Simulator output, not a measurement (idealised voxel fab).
This section sets out a process module, namely voxel air gaps.
The width of the displayed cross-section, cut, is 215 nm; its cells are square, with a size of 5 nm.
Format of a cross-section: grid, square cells. Given as bands. Order: top down. Band: one or more rows of cells. Top height, bottom height, nm. Materials left to right, width each, nm. Single material + "edge to edge" = fills band edge to edge. "air" = empty. Height reference: 0 = level under which incoming wafer is all one material. Lowest band: no bottom, runs on downward, e.g. "z 0 and below". A width given as "30..40" starts at the first number in the band's top row and ends at the second number in its bottom row, shifting by an equal amount at every step from row to row. Where a step carries "stayed the same", the cross-section came out of it unchanged, cell for cell. Entry "closed voids". Content: empty spaces with no open connection to the top, size 8 cells or greater. Each: width x height at distance. Distance: from left edge. Unit: nm. Past the settings on a step's line: simulator remark, on that step. Each step line may optionally specify "overlay nm", which for a step with a mask gives the rightward distance between the mask's planned place and where it lay, a negative value indicating the leftward direction.
-- Planned step list for the process
1: RECEIVE: material Si
2: CONFORMAL_DEP: material SiO2, thk nm 10
3: CONFORMAL_DEP: material SiCN, thk nm 5
4: DIRECTIONAL_DEP: material lowk, thk nm 35
5: MASKED_ETCH: tone open, mask id LINES, width nm 20, pitch nm 50, etch materials lowk, depth nm 35, overlay nm 0
6: CONFORMAL_DEP: material TiN, thk nm 5
7: FILL_DEP: material Ru, thk nm 10
8: CMP: height nm 50
9: EPI: material Ru, thk nm 10
10: SELECTIVE_ETCH: etch materials lowk, depth nm 45
11: CONFORMAL_DEP: material SiCN, thk nm 5
-- This is the cross-section of the wafer as we received it, i.e. after step 1
    z 0 and below | Si edge to edge
    closed voids: none
-- Final wafer profile in cross-section after the module, from the same start and plan as above, with one mistake made during processing
    z 65 to 60 | 10 of air | 45 of SiCN | 5 of air | 45 of SiCN | 5 of air | 45 of SiCN | 5 of air | 45 of SiCN | 10 of air
    z 60 to 50 | 10 of air | 5 of SiCN | 35 of Ru | 5 of SiCN | 5 of air | 5 of SiCN | 35 of Ru | 5 of SiCN | 5 of air | 5 of SiCN | 35 of Ru | 5 of SiCN | 5 of air | 5 of SiCN | 35 of Ru | 5 of SiCN | 10 of air
    z 50 to 45 | 10 of air | 15 of SiCN | 5 of TiN | 5 of Ru | 5 of TiN | 15 of SiCN | 5 of air | 15 of SiCN | 5 of TiN | 5 of Ru | 5 of TiN | 15 of SiCN | 5 of air | 15 of SiCN | 5 of TiN | 5 of Ru | 5 of TiN | 15 of SiCN | 5 of air | 15 of SiCN | 5 of TiN | 5 of Ru | 5 of TiN | 15 of SiCN | 10 of air
    z 45 to 20 | 20 of air | 5 of SiCN | 5 of TiN | 5 of Ru | 5 of TiN | 5 of SiCN | 25 of air | 5 of SiCN | 5 of TiN | 5 of Ru | 5 of TiN | 5 of SiCN | 25 of air | 5 of SiCN | 5 of TiN | 5 of Ru | 5 of TiN | 5 of SiCN | 25 of air | 5 of SiCN | 5 of TiN | 5 of Ru | 5 of TiN | 5 of SiCN | 20 of air
    z 20 to 15 | 25 of SiCN | 15 of TiN | 35 of SiCN | 15 of TiN | 35 of SiCN | 15 of TiN | 35 of SiCN | 15 of TiN | 25 of SiCN
    z 15 to 10 | SiCN edge to edge
    z 10 to 0 | SiO2 edge to edge
    z 0 and below | Si edge to edge
    closed voids: none
Which mistake was made when the wafer was run? step 5 was not run as planned; what actually ran was MASKED_ETCH: tone open, mask id LINES, width nm 15, pitch nm 50, etch materials lowk, depth nm 35, overlay nm 0
